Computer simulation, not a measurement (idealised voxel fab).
Process module heading - voxel gate over fins
It is cross-section cut that appears here, measuring 175 nm in width, its square cells being 5 nm in size.
The cross-sections in this document take the form of a grid made of square cells. They are written out as bands, in order from top to bottom. Each band consists of one or more rows of cells. The entry gives the band's vertical extent as a top height and a bottom height in nm, then its horizontal make-up as materials from left to right, each with a width in nm. "blank" stands for empty space; a single material marked "edge to edge" fills the band edge to edge. We count height from 0. Below that, the starting wafer is all one material. The lowest band never ends at the bottom but goes on down; see "z 0 and below" for how that is written. So if you see something like "30 to 40" for the width, read it as the top row of the band sitting at the first number and the bottom row at the second, with every row in between moving by the same amount as the last. "nothing altered" -> step changed no cross-section cell. Each empty space that has no open way to the top and spans at least 8 cells appears under "Trapped cavities" as width x height at distance, the distance counted from the left edge, all in nm. It should be noted that, on the line of a given step, the content following the step's settings is a remark produced by the simulator itself with respect to that step. "overlay nm", when on a step's line for a step with a mask, measures how far to the right of its planned place the mask lay; a negative measure means to the left.
Planned process steps
1,RECEIVE,material Si
2,CONFORMAL_DEP,material SiN,thk nm 10
3,MASKED_ETCH,tone cover,mask id FINS,width nm 15,pitch nm 35,etch materials SiN,depth nm 10,overlay nm 0
4,MASKED_ETCH,tone cover,mask id FINS,width nm 15,pitch nm 35,etch materials Si,depth nm 40,overlay nm 0
5,FILL_DEP,material SiO2,thk nm 10
6,CMP,height nm 10
7,SELECTIVE_ETCH,etch materials SiO2,depth nm 20
8,STRIP,etch materials SiN
9,CONFORMAL_DEP,material HfO2,thk nm 5
10,CONFORMAL_DEP,material TiN,thk nm 5
11,CONFORMAL_DEP,material TiAl,thk nm 5
12,CONFORMAL_DEP,material TiN,thk nm 5
13,FILL_DEP,material W,thk nm 10
14,CMP,height nm 25
15,CONFORMAL_DEP,material SiN,thk nm 10
Incoming wafer, cross-sectional view, post step 1
- z 0 and below: Si edge to edge
- Trapped cavities: none
Result of the module, cross-sectioned: start per above, plan per above, one error in how it was run
- z 35 to 25: SiN edge to edge
- z 25 to 20: TiAl edge to edge
- z 20 to 15: TiN edge to edge
- z 15 to 10: HfO2 edge to edge
- z 10 to 0: TiN edge to edge
- z 0 and below: Si edge to edge
- Trapped cavities: none
Plan not followed: not per plan at step 2, really ran CONFORMAL_DEP,material TiN,thk nm 10
